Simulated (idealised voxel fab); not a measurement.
Proc. module: voxel lift off
Cross-section cut: width 220 nm, square cells of 5 nm.
Reading order for cross-sections: top band down to bottom band. Underlying form: a grid of square cells. Band size: one or more rows of cells. Per band: top height and bottom height in nm, followed by the left-to-right materials and their widths in nm; "all across" marks a single material spanning edge to edge, "air" marks empty space. We count height from 0. Below that, the starting wafer is all one material. The lowest band never ends at the bottom but goes on down; see "0 and below" for how that is written. So if you see something like "30..40" for the width, read it as the top row of the band sitting at the first number and the bottom row at the second, with every row in between moving by the same amount as the last. It should be understood that the words "nothing different", when stated for a given step, signify that the cross-section underwent no change in any of its cells during that step. For the entry "Enclosed empty spaces", the listed items are empty spaces with no open way to the top whose size is 8 cells or more; each item follows the pattern width x height at distance, where distance is from the left edge and all three are in nm. Text after the settings on a step's line: the simulator's own remark on that step. On any step carrying a mask, the "overlay nm" setting, if present on the step's line, tells how far right of its planned place the mask lay; negative values point to the left.

**List of planned process steps**
1 RECEIVE [material Si]
2 CONFORMAL_DEP [material SiN] [thk nm 5]
3 PATTERN [tone open] [mask id LINES] [material resist] [width nm 25] [pitch nm 50] [thk nm 20] [overlay nm 0]
4 DIRECTIONAL_DEP [material Ru] [thk nm 10]
5 STRIP [etch materials resist]
6 CONFORMAL_DEP [material SiCN] [thk nm 10]

**The first of two wafers, run as planned**

**As-received wafer cross-section (after step 1)**
0 and below = Si all across
Enclosed empty spaces: none

**After step 2, in cross-section**
5 down to 0 = SiN all across
No changes below 0.

**After step 3, in cross-section**
25 down to 5 = 20 resist / 25 air / 25 resist / 25 air / 25 resist / 25 air / 25 resist / 25 air / 25 resist
No changes below 5.

**After step 4, in cross-section**
35 down to 25 = 20 Ru / 25 air / 25 Ru / 25 air / 25 Ru / 25 air / 25 Ru / 25 air / 25 Ru
25 down to 15 = 20 resist / 25 air / 25 resist / 25 air / 25 resist / 25 air / 25 resist / 25 air / 25 resist
15 down to 5 = 20 resist / 25 Ru / 25 resist / 25 Ru / 25 resist / 25 Ru / 25 resist / 25 Ru / 25 resist
No changes below 5.

**After step 5, in cross-section**
15 down to 5 = 20 air / 25 Ru / 25 air / 25 Ru / 25 air / 25 Ru / 25 air / 25 Ru / 25 air
No changes below 5.

**After step 6, in cross-section**
25 down to 15 = 10 air / 45 SiCN / 5 air / 45 SiCN / 5 air / 45 SiCN / 5 air / 45 SiCN / 15 air
15 down to 5 = 20 SiCN / 25 Ru / 25 SiCN / 25 Ru / 25 SiCN / 25 Ru / 25 SiCN / 25 Ru / 25 SiCN
No changes below 5.

**Notes, second wafer: start = first wafer's, plan = first wafer's, execution had one mistake; history identical to first through step 2**

**Second wafer at the planned finish of step 3, seen in cross-section**
25 down to 5 = 20 air / 25 resist / 25 air / 25 resist / 25 air / 25 resist / 25 air / 25 resist / 25 air
No changes below 5.

**Second wafer at the planned finish of step 4, seen in cross-section**
35 down to 25 = 20 air / 25 Ru / 25 air / 25 Ru / 25 air / 25 Ru / 25 air / 25 Ru / 25 air
25 down to 15 = 20 air / 25 resist / 25 air / 25 resist / 25 air / 25 resist / 25 air / 25 resist / 25 air
15 down to 5 = 20 Ru / 25 resist / 25 Ru / 25 resist / 25 Ru / 25 resist / 25 Ru / 25 resist / 25 Ru
No changes below 5.

**Second wafer at the planned finish of step 5, seen in cross-section**
15 down to 5 = 20 Ru / 25 air / 25 Ru / 25 air / 25 Ru / 25 air / 25 Ru / 25 air / 25 Ru
No changes below 5.

**Second wafer at the planned finish of step 6, seen in cross-section**
25 down to 15 = 30 SiCN / 5 air / 45 SiCN / 5 air / 45 SiCN / 5 air / 45 SiCN / 5 air / 35 SiCN
15 down to 5 = 20 Ru / 25 SiCN / 25 Ru / 25 SiCN / 25 Ru / 25 SiCN / 25 Ru / 25 SiCN / 25 Ru
No changes below 5.
What went wrong in running the wafer? planned and actual differ for step 3; actual: PATTERN [tone cover] [mask id LINES] [material resist] [width nm 25] [pitch nm 50] [thk nm 20] [overlay nm 0]
Bottom line after processing is that, in cells, the second wafer is up or down on some materials versus the first: Ru: 8 more
